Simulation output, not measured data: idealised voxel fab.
process module | voxel self aligned vias
cross-section cut | 265 nm wide | cells 5 nm
A cross-section is a grid of square cells, given in bands from the top down. A band is one or more rows of cells.
Each band's line starts with the height of the band's top and of its bottom, in nm. Then come its materials from left to right, each with its width in nm. One material with "throughout" fills the band from edge to edge. "air" is empty space.
Height 0 is the level under which the wafer as received is all one material. The lowest band goes on downwards, as in "0 down".
A width such as "30 to 40" changes by the same amount from each row of cells to the next, from the band's top row to its bottom row.
"no change" after a step means that no cell of the cross-section changed.
closed voids: empty space of 8 cells or more with no open way to the top, each as width x height at its distance from the left edge, in nm
after a step's settings: what the simulator itself notes on the step
overlay nm, on a step with a mask: how far to the right of its planned place the mask lay; to the left if negative
Each pair below shows a cross-section before one step and the cross-section after it, down to the lowest band that changed. The line under each pair gives the step between them, with its settings. The pairs can come from different runs of this module on the same starting wafer, so a pair continues from the pair above only where its "before" says so.
before
  0 down: Si throughout
  closed voids: none
after
  15 to 0: SiO2 throughout
  below 0: unchanged
  closed voids: none
the step between: op CONFORMAL_DEP | material SiO2 | thk nm 15
before: the cross-section after the pair above
after
  20 to 15: SiCN throughout
  below 15: unchanged
  closed voids: none
the step between: op CONFORMAL_DEP | material SiCN | thk nm 5
before: the cross-section after the pair above
after
  45 to 20: lowk throughout
  below 20: unchanged
  closed voids: none
the step between: op DIRECTIONAL_DEP | material lowk | thk nm 25
before: the cross-section after the pair above
after
  55 to 45: aC throughout
  below 45: unchanged
  closed voids: none
the step between: op DIRECTIONAL_DEP | material aC | thk nm 10
before: the cross-section after the pair above
after
  85 to 55: resist 35 | air 30 | resist 50 | air 30 | resist 50 | air 30 | resist 40
  below 55: unchanged
  closed voids: none
the step between: op PATTERN | tone open | mask id LINES | material resist | width nm 30 | pitch nm 80 | thk nm 30 | overlay nm 0
before: the cross-section after the pair above
after
  75 to 55: resist 35 | air 30 | resist 50 | air 30 | resist 50 | air 30 | resist 40
  55 to 45: aC 35 | air 30 | aC 50 | air 30 | aC 50 | air 30 | aC 40
  below 45: unchanged
  closed voids: none
the step between: op DIRECTIONAL_ETCH | etch materials aC | depth nm 10
before: the cross-section after the pair above
after
  55 to 45: aC 35 | air 30 | aC 50 | air 30 | aC 50 | air 30 | aC 40
  below 45: unchanged
  closed voids: none
the step between: op STRIP | etch materials resist
before: the cross-section after the pair above
after
  55 to 45: aC 35 | air 30 | aC 50 | air 30 | aC 50 | air 30 | aC 40
  45 to 20: lowk 35 | air 30 | lowk 50 | air 30 | lowk 50 | air 30 | lowk 40
  below 20: unchanged
  closed voids: none
the step between: op DIRECTIONAL_ETCH | etch materials lowk | depth nm 25
before: the cross-section after the pair above
after
  45 to 20: lowk 35 | air 30 | lowk 50 | air 30 | lowk 50 | air 30 | lowk 40
  below 20: unchanged
  closed voids: none
the step between: op STRIP | etch materials aC
before: the cross-section after the pair above
after
  50 to 45: TiN 40 | air 20 | TiN 60 | air 20 | TiN 60 | air 20 | TiN 45
  45 to 25: lowk 35 | TiN 5 | air 20 | TiN 5 | lowk 50 | TiN 5 | air 20 | TiN 5 | lowk 50 | TiN 5 | air 20 | TiN 5 | lowk 40
  25 to 20: lowk 35 | TiN 30 | lowk 50 | TiN 30 | lowk 50 | TiN 30 | lowk 40
  below 20: unchanged
  closed voids: none
the step between: op CONFORMAL_DEP | material TiN | thk nm 5
before: the cross-section after the pair above
after
  60 to 50: Ru throughout
  50 to 45: TiN 40 | Ru 20 | TiN 60 | Ru 20 | TiN 60 | Ru 20 | TiN 45
  45 to 25: lowk 35 | TiN 5 | Ru 20 | TiN 5 | lowk 50 | TiN 5 | Ru 20 | TiN 5 | lowk 50 | TiN 5 | Ru 20 | TiN 5 | lowk 40
  below 25: unchanged
  closed voids: none
the step between: op FILL_DEP | material Ru | thk nm 10
before: the cross-section after the pair above
after
  45 to 25: lowk 35 | TiN 5 | Ru 20 | TiN 5 | lowk 50 | TiN 5 | Ru 20 | TiN 5 | lowk 50 | TiN 5 | Ru 20 | TiN 5 | lowk 40
  below 25: unchanged
  closed voids: none
the step between: op CMP | height nm 45
before: the cross-section after the pair above
after
  45 to 35: lowk 35 | air 30 | lowk 50 | air 30 | lowk 50 | air 30 | lowk 40
  below 35: unchanged
  closed voids: none
the step between: op SELECTIVE_ETCH | etch materials W Ru TiN | depth nm 10
before: the cross-section after the pair above
after
  50 to 45: SiN throughout
  45 to 35: lowk 35 | SiN 30 | lowk 50 | SiN 30 | lowk 50 | SiN 30 | lowk 40
  below 35: unchanged
  closed voids: none
the step between: op FILL_DEP | material SiN | thk nm 5
before: the cross-section after the pair above
after
  45 to 35: lowk 35 | SiN 30 | lowk 50 | SiN 30 | lowk 50 | SiN 30 | lowk 40
  below 35: unchanged
  closed voids: none
the step between: op CMP | height nm 45
before: the cross-section after the pair above
after
  60 to 45: lowk throughout
  below 45: unchanged
  closed voids: none
the step between: op DIRECTIONAL_DEP | material lowk | thk nm 15
before: the cross-section after the pair above
after
  70 to 60: aC throughout
  below 60: unchanged
  closed voids: none
the step between: op DIRECTIONAL_DEP | material aC | thk nm 10
before: the cross-section after the pair above
after
  100 to 70: resist 25 | air 50 | resist 110 | air 50 | resist 30
  below 70: unchanged
  closed voids: none
the step between: op PATTERN | tone open | mask id VIAS | material resist | width nm 50 | pitch nm 160 | thk nm 30 | overlay nm 0
before: the cross-section after the pair above
after
  90 to 70: resist 25 | air 50 | resist 110 | air 50 | resist 30
  70 to 60: aC 25 | air 50 | aC 110 | air 50 | aC 30
  below 60: unchanged
  closed voids: none
the step between: op DIRECTIONAL_ETCH | etch materials aC | depth nm 10
before: the cross-section after the pair above
after
  70 to 60: aC 25 | air 50 | aC 110 | air 50 | aC 30
  below 60: unchanged
  closed voids: none
the step between: op STRIP | etch materials resist
before: the cross-section after the pair above
after
  70 to 60: aC 25 | air 50 | aC 110 | air 50 | aC 30
  60 to 45: lowk 25 | air 50 | lowk 110 | air 50 | lowk 30
  below 45: unchanged
  closed voids: none
the step between: op DIRECTIONAL_ETCH | etch materials lowk | depth nm 15
before: the cross-section after the pair above
after
  70 to 60: aC 25 | air 50 | aC 110 | air 50 | aC 30
  60 to 45: lowk 25 | air 50 | lowk 110 | air 50 | lowk 30
  45 to 35: lowk 35 | air 30 | lowk 50 | SiN 30 | lowk 50 | air 30 | lowk 40
  below 35: unchanged
  closed voids: none
the step between: op DIRECTIONAL_ETCH | etch materials SiN | depth nm 10
before: the cross-section after the pair above
after
  60 to 45: lowk 25 | air 50 | lowk 110 | air 50 | lowk 30
  below 45: unchanged
  closed voids: none
the step between: op STRIP | etch materials aC
before: the cross-section after the pair above
after
  65 to 60: TiN 30 | air 40 | TiN 120 | air 40 | TiN 35
  60 to 50: lowk 25 | TiN 5 | air 40 | TiN 5 | lowk 110 | TiN 5 | air 40 | TiN 5 | lowk 30
  50 to 45: lowk 25 | TiN 15 | air 20 | TiN 15 | lowk 110 | TiN 15 | air 20 | TiN 15 | lowk 30
  45 to 40: lowk 35 | TiN 5 | air 20 | TiN 5 | lowk 50 | SiN 30 | lowk 50 | TiN 5 | air 20 | TiN 5 | lowk 40
  40 to 35: lowk 35 | TiN 30 | lowk 50 | SiN 30 | lowk 50 | TiN 30 | lowk 40
  below 35: unchanged
  closed voids: none
the step between: op CONFORMAL_DEP | material TiN | thk nm 5
before: the cross-section after the pair above
after
  75 to 65: Cu throughout
  65 to 60: TiN 30 | Cu 40 | TiN 120 | Cu 40 | TiN 35
  60 to 50: lowk 25 | TiN 5 | Cu 40 | TiN 5 | lowk 110 | TiN 5 | Cu 40 | TiN 5 | lowk 30
  50 to 45: lowk 25 | TiN 15 | Cu 20 | TiN 15 | lowk 110 | TiN 15 | Cu 20 | TiN 15 | lowk 30
  45 to 40: lowk 35 | TiN 5 | Cu 20 | TiN 5 | lowk 50 | SiN 30 | lowk 50 | TiN 5 | Cu 20 | TiN 5 | lowk 40
  below 40: unchanged
  closed voids: none
the step between: op FILL_DEP | material Cu | thk nm 10
before: the cross-section after the pair above
after
  60 to 50: lowk 25 | TiN 5 | Cu 40 | TiN 5 | lowk 110 | TiN 5 | Cu 40 | TiN 5 | lowk 30
  below 50: unchanged
  closed voids: none
the step between: op CMP | height nm 60
before: the cross-section after the pair above
after
  65 to 60: SiCN throughout
  below 60: unchanged
  closed voids: none
the step between: op CONFORMAL_DEP | material SiCN | thk nm 5
before
  15 to 0: SiO2 throughout
  0 down: Si throughout
  closed voids: none
after
  40 to 15: lowk throughout
  below 15: unchanged
  closed voids: none
the step between: op DIRECTIONAL_DEP | material lowk | thk nm 25
before: the cross-section after the pair above
after
  50 to 40: aC throughout
  below 40: unchanged
  closed voids: none
the step between: op DIRECTIONAL_DEP | material aC | thk nm 10
before: the cross-section after the pair above
after
  80 to 50: resist 35 | air 30 | resist 50 | air 30 | resist 50 | air 30 | resist 40
  below 50: unchanged
  closed voids: none
the step between: op PATTERN | tone open | mask id LINES | material resist | width nm 30 | pitch nm 80 | thk nm 30 | overlay nm 0
before: the cross-section after the pair above
after
  70 to 50: resist 35 | air 30 | resist 50 | air 30 | resist 50 | air 30 | resist 40
  50 to 40: aC 35 | air 30 | aC 50 | air 30 | aC 50 | air 30 | aC 40
  below 40: unchanged
  closed voids: none
the step between: op DIRECTIONAL_ETCH | etch materials aC | depth nm 10
before: the cross-section after the pair above
after
  50 to 40: aC 35 | air 30 | aC 50 | air 30 | aC 50 | air 30 | aC 40
  below 40: unchanged
  closed voids: none
the step between: op STRIP | etch materials resist
before: the cross-section after the pair above
after
  50 to 40: aC 35 | air 30 | aC 50 | air 30 | aC 50 | air 30 | aC 40
  40 to 15: lowk 35 | air 30 | lowk 50 | air 30 | lowk 50 | air 30 | lowk 40
  below 15: unchanged
  closed voids: none
the step between: op DIRECTIONAL_ETCH | etch materials lowk | depth nm 25
before: the cross-section after the pair above
after
  40 to 15: lowk 35 | air 30 | lowk 50 | air 30 | lowk 50 | air 30 | lowk 40
  below 15: unchanged
  closed voids: none
the step between: op STRIP | etch materials aC
before: the cross-section after the pair above
after
  45 to 40: TiN 40 | air 20 | TiN 60 | air 20 | TiN 60 | air 20 | TiN 45
  40 to 20: lowk 35 | TiN 5 | air 20 | TiN 5 | lowk 50 | TiN 5 | air 20 | TiN 5 | lowk 50 | TiN 5 | air 20 | TiN 5 | lowk 40
  20 to 15: lowk 35 | TiN 30 | lowk 50 | TiN 30 | lowk 50 | TiN 30 | lowk 40
  below 15: unchanged
  closed voids: none
the step between: op CONFORMAL_DEP | material TiN | thk nm 5
before: the cross-section after the pair above
after
  55 to 45: Ru throughout
  45 to 40: TiN 40 | Ru 20 | TiN 60 | Ru 20 | TiN 60 | Ru 20 | TiN 45
  40 to 20: lowk 35 | TiN 5 | Ru 20 | TiN 5 | lowk 50 | TiN 5 | Ru 20 | TiN 5 | lowk 50 | TiN 5 | Ru 20 | TiN 5 | lowk 40
  below 20: unchanged
  closed voids: none
the step between: op FILL_DEP | material Ru | thk nm 10
before: the cross-section after the pair above
after
  45 to 40: TiN 40 | Ru 20 | TiN 60 | Ru 20 | TiN 60 | Ru 20 | TiN 45
  below 40: unchanged
  closed voids: none
the step between: op CMP | height nm 45
before: the cross-section after the pair above
after
  40 to 35: lowk 35 | air 30 | lowk 50 | air 30 | lowk 50 | air 30 | lowk 40
  below 35: unchanged
  closed voids: none
the step between: op SELECTIVE_ETCH | etch materials W Ru TiN | depth nm 10
before: the cross-section after the pair above
after
  45 to 40: SiN throughout
  40 to 35: lowk 35 | SiN 30 | lowk 50 | SiN 30 | lowk 50 | SiN 30 | lowk 40
  below 35: unchanged
  closed voids: none
the step between: op FILL_DEP | material SiN | thk nm 5
before: the cross-section after the pair above
after
  60 to 45: lowk throughout
  below 45: unchanged
  closed voids: none
the step between: op DIRECTIONAL_DEP | material lowk | thk nm 15
before: the cross-section after the pair above
after
  70 to 60: aC throughout
  below 60: unchanged
  closed voids: none
the step between: op DIRECTIONAL_DEP | material aC | thk nm 10
before: the cross-section after the pair above
after
  100 to 70: resist 25 | air 50 | resist 110 | air 50 | resist 30
  below 70: unchanged
  closed voids: none
the step between: op PATTERN | tone open | mask id VIAS | material resist | width nm 50 | pitch nm 160 | thk nm 30 | overlay nm 0
before: the cross-section after the pair above
after
  90 to 70: resist 25 | air 50 | resist 110 | air 50 | resist 30
  70 to 60: aC 25 | air 50 | aC 110 | air 50 | aC 30
  below 60: unchanged
  closed voids: none
the step between: op DIRECTIONAL_ETCH | etch materials aC | depth nm 10
before: the cross-section after the pair above
after
  70 to 60: aC 25 | air 50 | aC 110 | air 50 | aC 30
  below 60: unchanged
  closed voids: none
the step between: op STRIP | etch materials resist
before: the cross-section after the pair above
after
  70 to 60: aC 25 | air 50 | aC 110 | air 50 | aC 30
  60 to 45: lowk 25 | air 50 | lowk 110 | air 50 | lowk 30
  below 45: unchanged
  closed voids: none
the step between: op DIRECTIONAL_ETCH | etch materials lowk | depth nm 15
before: the cross-section after the pair above
after
  70 to 60: aC 25 | air 50 | aC 110 | air 50 | aC 30
  60 to 45: lowk 25 | air 50 | lowk 110 | air 50 | lowk 30
  45 to 40: SiN 25 | air 50 | SiN 110 | air 50 | SiN 30
  40 to 35: lowk 35 | air 30 | lowk 50 | SiN 30 | lowk 50 | air 30 | lowk 40
  below 35: unchanged
  closed voids: none
the step between: op DIRECTIONAL_ETCH | etch materials SiN | depth nm 10
before: the cross-section after the pair above
after
  60 to 45: lowk 25 | air 50 | lowk 110 | air 50 | lowk 30
  below 45: unchanged
  closed voids: none
the step between: op STRIP | etch materials aC
before: the cross-section after the pair above
after
  65 to 60: TiN 30 | air 40 | TiN 120 | air 40 | TiN 35
  60 to 45: lowk 25 | TiN 5 | air 40 | TiN 5 | lowk 110 | TiN 5 | air 40 | TiN 5 | lowk 30
  45 to 40: SiN 25 | TiN 15 | air 20 | TiN 15 | SiN 110 | TiN 15 | air 20 | TiN 15 | SiN 30
  40 to 35: lowk 35 | TiN 30 | lowk 50 | SiN 30 | lowk 50 | TiN 30 | lowk 40
  below 35: unchanged
  closed voids: none
the step between: op CONFORMAL_DEP | material TiN | thk nm 5
before: the cross-section after the pair above
after
  75 to 65: Cu throughout
  65 to 60: TiN 30 | Cu 40 | TiN 120 | Cu 40 | TiN 35
  60 to 45: lowk 25 | TiN 5 | Cu 40 | TiN 5 | lowk 110 | TiN 5 | Cu 40 | TiN 5 | lowk 30
  45 to 40: SiN 25 | TiN 15 | Cu 20 | TiN 15 | SiN 110 | TiN 15 | Cu 20 | TiN 15 | SiN 30
  below 40: unchanged
  closed voids: none
the step between: op FILL_DEP | material Cu | thk nm 10
before: the cross-section after the pair above
after
  60 to 45: lowk 25 | TiN 5 | Cu 40 | TiN 5 | lowk 110 | TiN 5 | Cu 40 | TiN 5 | lowk 30
  below 45: unchanged
  closed voids: none
the step between: op CMP | height nm 60
before: the cross-section after the pair above
after
  65 to 60: SiCN throughout
  below 60: unchanged
  closed voids: none
the step between: op CONFORMAL_DEP | material SiCN | thk nm 5
before
  70 to 60: aC 25 | air 50 | aC 110 | air 50 | aC 30
  60 to 45: lowk 25 | air 50 | lowk 110 | air 50 | lowk 30
  45 to 35: lowk 35 | SiN 30 | lowk 50 | SiN 30 | lowk 50 | SiN 30 | lowk 40
  35 to 25: lowk 35 | TiN 5 | Ru 20 | TiN 5 | lowk 50 | TiN 5 | Ru 20 | TiN 5 | lowk 50 | TiN 5 | Ru 20 | TiN 5 | lowk 40
  25 to 20: lowk 35 | TiN 30 | lowk 50 | TiN 30 | lowk 50 | TiN 30 | lowk 40
  20 to 15: SiCN throughout
  15 to 0: SiO2 throughout
  0 down: Si throughout
  closed voids: none
after
  70 to 60: aC 25 | air 50 | aC 110 | air 50 | aC 30
  60 to 45: lowk 25 | air 50 | lowk 110 | air 50 | lowk 30
  45 to 35: lowk 25 | air 10 | SiN 30 | air 10 | lowk 40 | SiN 30 | lowk 40 | air 10 | SiN 30 | air 10 | lowk 30
  35 to 30: lowk 25 | air 10 | TiN 5 | Ru 20 | TiN 5 | air 10 | lowk 40 | TiN 5 | Ru 20 | TiN 5 | lowk 40 | air 10 | TiN 5 | Ru 20 | TiN 5 | air 10 | lowk 30
  below 30: unchanged
  closed voids: none
the step between: op DIRECTIONAL_ETCH | etch materials lowk | depth nm 15
before: the cross-section after the pair above
after
  70 to 60: aC 25 | air 50 | aC 110 | air 50 | aC 30
  60 to 45: lowk 25 | air 50 | lowk 110 | air 50 | lowk 30
  45 to 35: lowk 25 | air 50 | lowk 40 | SiN 30 | lowk 40 | air 50 | lowk 30
  below 35: unchanged
  closed voids: none
the step between: op DIRECTIONAL_ETCH | etch materials SiN | depth nm 10
before: the cross-section after the pair above
after
  60 to 45: lowk 25 | air 50 | lowk 110 | air 50 | lowk 30
  below 45: unchanged
  closed voids: none
the step between: op STRIP | etch materials aC
before: the cross-section after the pair above
after
  65 to 60: TiN 30 | air 40 | TiN 120 | air 40 | TiN 35
  60 to 45: lowk 25 | TiN 5 | air 40 | TiN 5 | lowk 110 | TiN 5 | air 40 | TiN 5 | lowk 30
  45 to 40: lowk 25 | TiN 5 | air 40 | TiN 5 | lowk 40 | SiN 30 | lowk 40 | TiN 5 | air 40 | TiN 5 | lowk 30
  40 to 35: lowk 25 | TiN 50 | lowk 40 | SiN 30 | lowk 40 | TiN 50 | lowk 30
  35 to 25: lowk 25 to 35 | TiN 15 to 5 | Ru 20 | TiN 15 to 5 | lowk 40 to 50 | TiN 5 | Ru 20 | TiN 5 | lowk 40 to 50 | TiN 15 to 5 | Ru 20 | TiN 15 to 5 | lowk 30 to 40
  below 25: unchanged
  closed voids: none
the step between: op CONFORMAL_DEP | material TiN | thk nm 5
before: the cross-section after the pair above
after
  75 to 65: Cu throughout
  65 to 60: TiN 30 | Cu 40 | TiN 120 | Cu 40 | TiN 35
  60 to 45: lowk 25 | TiN 5 | Cu 40 | TiN 5 | lowk 110 | TiN 5 | Cu 40 | TiN 5 | lowk 30
  45 to 40: lowk 25 | TiN 5 | Cu 40 | TiN 5 | lowk 40 | SiN 30 | lowk 40 | TiN 5 | Cu 40 | TiN 5 | lowk 30
  below 40: unchanged
  closed voids: none
the step between: op FILL_DEP | material Cu | thk nm 10
before: the cross-section after the pair above
after
  60 to 45: lowk 25 | TiN 5 | Cu 40 | TiN 5 | lowk 110 | TiN 5 | Cu 40 | TiN 5 | lowk 30
  below 45: unchanged
  closed voids: none
the step between: op CMP | height nm 60
before: the cross-section after the pair above
after
  65 to 60: SiCN throughout
  below 60: unchanged
  closed voids: none
the step between: op CONFORMAL_DEP | material SiCN | thk nm 5
before
  0 down: Si throughout
  closed voids: none
after
  5 to 0: SiCN throughout
  below 0: unchanged
  closed voids: none
the step between: op CONFORMAL_DEP | material SiCN | thk nm 5
before: the cross-section after the pair above
after
  20 to 5: SiO2 throughout
  below 5: unchanged
  closed voids: none
the step between: op CONFORMAL_DEP | material SiO2 | thk nm 15
before: the cross-section after the pair above
after
  45 to 20: lowk throughout
  below 20: unchanged
  closed voids: none
the step between: op DIRECTIONAL_DEP | material lowk | thk nm 25
before: the cross-section after the pair above
after
  55 to 45: aC throughout
  below 45: unchanged
  closed voids: none
the step between: op DIRECTIONAL_DEP | material aC | thk nm 10
before: the cross-section after the pair above
after
  85 to 55: resist 35 | air 30 | resist 50 | air 30 | resist 50 | air 30 | resist 40
  below 55: unchanged
  closed voids: none
the step between: op PATTERN | tone open | mask id LINES | material resist | width nm 30 | pitch nm 80 | thk nm 30 | overlay nm 0
before: the cross-section after the pair above
after
  75 to 55: resist 35 | air 30 | resist 50 | air 30 | resist 50 | air 30 | resist 40
  55 to 45: aC 35 | air 30 | aC 50 | air 30 | aC 50 | air 30 | aC 40
  below 45: unchanged
  closed voids: none
the step between: op DIRECTIONAL_ETCH | etch materials aC | depth nm 10
before: the cross-section after the pair above
after
  55 to 45: aC 35 | air 30 | aC 50 | air 30 | aC 50 | air 30 | aC 40
  below 45: unchanged
  closed voids: none
the step between: op STRIP | etch materials resist
before: the cross-section after the pair above
after
  55 to 45: aC 35 | air 30 | aC 50 | air 30 | aC 50 | air 30 | aC 40
  45 to 20: lowk 35 | air 30 | lowk 50 | air 30 | lowk 50 | air 30 | lowk 40
  below 20: unchanged
  closed voids: none
the step between: op DIRECTIONAL_ETCH | etch materials lowk | depth nm 25
before: the cross-section after the pair above
after
  45 to 20: lowk 35 | air 30 | lowk 50 | air 30 | lowk 50 | air 30 | lowk 40
  below 20: unchanged
  closed voids: none
the step between: op STRIP | etch materials aC
before: the cross-section after the pair above
after
  50 to 45: TiN 40 | air 20 | TiN 60 | air 20 | TiN 60 | air 20 | TiN 45
  45 to 25: lowk 35 | TiN 5 | air 20 | TiN 5 | lowk 50 | TiN 5 | air 20 | TiN 5 | lowk 50 | TiN 5 | air 20 | TiN 5 | lowk 40
  25 to 20: lowk 35 | TiN 30 | lowk 50 | TiN 30 | lowk 50 | TiN 30 | lowk 40
  below 20: unchanged
  closed voids: none
the step between: op CONFORMAL_DEP | material TiN | thk nm 5
before: the cross-section after the pair above
after
  60 to 50: Ru throughout
  50 to 45: TiN 40 | Ru 20 | TiN 60 | Ru 20 | TiN 60 | Ru 20 | TiN 45
  45 to 25: lowk 35 | TiN 5 | Ru 20 | TiN 5 | lowk 50 | TiN 5 | Ru 20 | TiN 5 | lowk 50 | TiN 5 | Ru 20 | TiN 5 | lowk 40
  below 25: unchanged
  closed voids: none
the step between: op FILL_DEP | material Ru | thk nm 10
before: the cross-section after the pair above
after
  45 to 25: lowk 35 | TiN 5 | Ru 20 | TiN 5 | lowk 50 | TiN 5 | Ru 20 | TiN 5 | lowk 50 | TiN 5 | Ru 20 | TiN 5 | lowk 40
  below 25: unchanged
  closed voids: none
the step between: op CMP | height nm 45
before: the cross-section after the pair above
after
  45 to 35: lowk 35 | air 30 | lowk 50 | air 30 | lowk 50 | air 30 | lowk 40
  below 35: unchanged
  closed voids: none
the step between: op SELECTIVE_ETCH | etch materials W Ru TiN | depth nm 10
before: the cross-section after the pair above
after
  50 to 45: SiN throughout
  45 to 35: lowk 35 | SiN 30 | lowk 50 | SiN 30 | lowk 50 | SiN 30 | lowk 40
  below 35: unchanged
  closed voids: none
the step between: op FILL_DEP | material SiN | thk nm 5
before: the cross-section after the pair above
after
  45 to 35: lowk 35 | SiN 30 | lowk 50 | SiN 30 | lowk 50 | SiN 30 | lowk 40
  below 35: unchanged
  closed voids: none
the step between: op CMP | height nm 45
before: the cross-section after the pair above
after
  60 to 45: lowk throughout
  below 45: unchanged
  closed voids: none
the step between: op DIRECTIONAL_DEP | material lowk | thk nm 15
before: the cross-section after the pair above
after
  70 to 60: aC throughout
  below 60: unchanged
  closed voids: none
the step between: op DIRECTIONAL_DEP | material aC | thk nm 10
before: the cross-section after the pair above
after
  100 to 70: resist 25 | air 50 | resist 110 | air 50 | resist 30
  below 70: unchanged
  closed voids: none
the step between: op PATTERN | tone open | mask id VIAS | material resist | width nm 50 | pitch nm 160 | thk nm 30 | overlay nm 0
before: the cross-section after the pair above
after
  90 to 70: resist 25 | air 50 | resist 110 | air 50 | resist 30
  70 to 60: aC 25 | air 50 | aC 110 | air 50 | aC 30
  below 60: unchanged
  closed voids: none
the step between: op DIRECTIONAL_ETCH | etch materials aC | depth nm 10
before: the cross-section after the pair above
after
  70 to 60: aC 25 | air 50 | aC 110 | air 50 | aC 30
  below 60: unchanged
  closed voids: none
the step between: op STRIP | etch materials resist
before: the cross-section after the pair above
after
  70 to 60: aC 25 | air 50 | aC 110 | air 50 | aC 30
  60 to 45: lowk 25 | air 50 | lowk 110 | air 50 | lowk 30
  below 45: unchanged
  closed voids: none
the step between: op DIRECTIONAL_ETCH | etch materials lowk | depth nm 15
before: the cross-section after the pair above
after
  70 to 60: aC 25 | air 50 | aC 110 | air 50 | aC 30
  60 to 45: lowk 25 | air 50 | lowk 110 | air 50 | lowk 30
  45 to 35: lowk 35 | air 30 | lowk 50 | SiN 30 | lowk 50 | air 30 | lowk 40
  below 35: unchanged
  closed voids: none
the step between: op DIRECTIONAL_ETCH | etch materials SiN | depth nm 10
before: the cross-section after the pair above
after
  60 to 45: lowk 25 | air 50 | lowk 110 | air 50 | lowk 30
  below 45: unchanged
  closed voids: none
the step between: op STRIP | etch materials aC
before: the cross-section after the pair above
after
  65 to 60: TiN 30 | air 40 | TiN 120 | air 40 | TiN 35
  60 to 50: lowk 25 | TiN 5 | air 40 | TiN 5 | lowk 110 | TiN 5 | air 40 | TiN 5 | lowk 30
  50 to 45: lowk 25 | TiN 15 | air 20 | TiN 15 | lowk 110 | TiN 15 | air 20 | TiN 15 | lowk 30
  45 to 40: lowk 35 | TiN 5 | air 20 | TiN 5 | lowk 50 | SiN 30 | lowk 50 | TiN 5 | air 20 | TiN 5 | lowk 40
  40 to 35: lowk 35 | TiN 30 | lowk 50 | SiN 30 | lowk 50 | TiN 30 | lowk 40
  below 35: unchanged
  closed voids: none
the step between: op CONFORMAL_DEP | material TiN | thk nm 5
before: the cross-section after the pair above
after
  75 to 65: Cu throughout
  65 to 60: TiN 30 | Cu 40 | TiN 120 | Cu 40 | TiN 35
  60 to 50: lowk 25 | TiN 5 | Cu 40 | TiN 5 | lowk 110 | TiN 5 | Cu 40 | TiN 5 | lowk 30
  50 to 45: lowk 25 | TiN 15 | Cu 20 | TiN 15 | lowk 110 | TiN 15 | Cu 20 | TiN 15 | lowk 30
  45 to 40: lowk 35 | TiN 5 | Cu 20 | TiN 5 | lowk 50 | SiN 30 | lowk 50 | TiN 5 | Cu 20 | TiN 5 | lowk 40
  below 40: unchanged
  closed voids: none
the step between: op FILL_DEP | material Cu | thk nm 10
before: the cross-section after the pair above
after
  60 to 50: lowk 25 | TiN 5 | Cu 40 | TiN 5 | lowk 110 | TiN 5 | Cu 40 | TiN 5 | lowk 30
  below 50: unchanged
  closed voids: none
the step between: op CMP | height nm 60
before: the cross-section after the pair above
after
  65 to 60: SiCN throughout
  below 60: unchanged
  closed voids: none
the step between: op CONFORMAL_DEP | material SiCN | thk nm 5
before
  45 to 35: lowk 35 | SiN 30 | lowk 50 | SiN 30 | lowk 50 | SiN 30 | lowk 40
  35 to 25: lowk 35 | TiN 5 | Ru 20 | TiN 5 | lowk 50 | TiN 5 | Ru 20 | TiN 5 | lowk 50 | TiN 5 | Ru 20 | TiN 5 | lowk 40
  25 to 20: lowk 35 | TiN 30 | lowk 50 | TiN 30 | lowk 50 | TiN 30 | lowk 40
  20 to 15: SiCN throughout
  15 to 0: SiO2 throughout
  0 down: Si throughout
  closed voids: none
after
  55 to 45: lowk throughout
  below 45: unchanged
  closed voids: none
the step between: op DIRECTIONAL_DEP | material lowk | thk nm 10
before: the cross-section after the pair above
after
  65 to 55: aC throughout
  below 55: unchanged
  closed voids: none
the step between: op DIRECTIONAL_DEP | material aC | thk nm 10
before: the cross-section after the pair above
after
  95 to 65: resist 25 | air 50 | resist 110 | air 50 | resist 30
  below 65: unchanged
  closed voids: none
the step between: op PATTERN | tone open | mask id VIAS | material resist | width nm 50 | pitch nm 160 | thk nm 30 | overlay nm 0
before: the cross-section after the pair above
after
  85 to 65: resist 25 | air 50 | resist 110 | air 50 | resist 30
  65 to 55: aC 25 | air 50 | aC 110 | air 50 | aC 30
  below 55: unchanged
  closed voids: none
the step between: op DIRECTIONAL_ETCH | etch materials aC | depth nm 10
before: the cross-section after the pair above
after
  65 to 55: aC 25 | air 50 | aC 110 | air 50 | aC 30
  below 55: unchanged
  closed voids: none
the step between: op STRIP | etch materials resist
before: the cross-section after the pair above
after
  65 to 55: aC 25 | air 50 | aC 110 | air 50 | aC 30
  55 to 45: lowk 25 | air 50 | lowk 110 | air 50 | lowk 30
  45 to 40: lowk 25 | air 10 | SiN 30 | air 10 | lowk 40 | SiN 30 | lowk 40 | air 10 | SiN 30 | air 10 | lowk 30
  below 40: unchanged
  closed voids: none
the step between: op DIRECTIONAL_ETCH | etch materials lowk | depth nm 15
before: the cross-section after the pair above
after
  65 to 55: aC 25 | air 50 | aC 110 | air 50 | aC 30
  55 to 45: lowk 25 | air 50 | lowk 110 | air 50 | lowk 30
  45 to 35: lowk 25 to 35 | air 50 to 30 | lowk 40 to 50 | SiN 30 | lowk 40 to 50 | air 50 to 30 | lowk 30 to 40
  below 35: unchanged
  closed voids: none
the step between: op DIRECTIONAL_ETCH | etch materials SiN | depth nm 10
before: the cross-section after the pair above
after
  55 to 45: lowk 25 | air 50 | lowk 110 | air 50 | lowk 30
  below 45: unchanged
  closed voids: none
the step between: op STRIP | etch materials aC
before: the cross-section after the pair above
after
  60 to 55: TiN 30 | air 40 | TiN 120 | air 40 | TiN 35
  55 to 45: lowk 25 | TiN 5 | air 40 | TiN 5 | lowk 110 | TiN 5 | air 40 | TiN 5 | lowk 30
  45 to 40: lowk 25 | TiN 15 | air 20 | TiN 15 | lowk 40 | SiN 30 | lowk 40 | TiN 15 | air 20 | TiN 15 | lowk 30
  40 to 35: lowk 35 | TiN 30 | lowk 50 | SiN 30 | lowk 50 | TiN 30 | lowk 40
  below 35: unchanged
  closed voids: none
the step between: op CONFORMAL_DEP | material TiN | thk nm 5
before: the cross-section after the pair above
after
  70 to 60: Cu throughout
  60 to 55: TiN 30 | Cu 40 | TiN 120 | Cu 40 | TiN 35
  55 to 45: lowk 25 | TiN 5 | Cu 40 | TiN 5 | lowk 110 | TiN 5 | Cu 40 | TiN 5 | lowk 30
  45 to 40: lowk 25 | TiN 15 | Cu 20 | TiN 15 | lowk 40 | SiN 30 | lowk 40 | TiN 15 | Cu 20 | TiN 15 | lowk 30
  below 40: unchanged
  closed voids: none
the step between: op FILL_DEP | material Cu | thk nm 10
before: the cross-section after the pair above
after
  60 to 55: TiN 30 | Cu 40 | TiN 120 | Cu 40 | TiN 35
  below 55: unchanged
  closed voids: none
the step between: op CMP | height nm 60
before: the cross-section after the pair above
after
  65 to 60: SiCN throughout
  below 60: unchanged
  closed voids: none
the step between: op CONFORMAL_DEP | material SiCN | thk nm 5
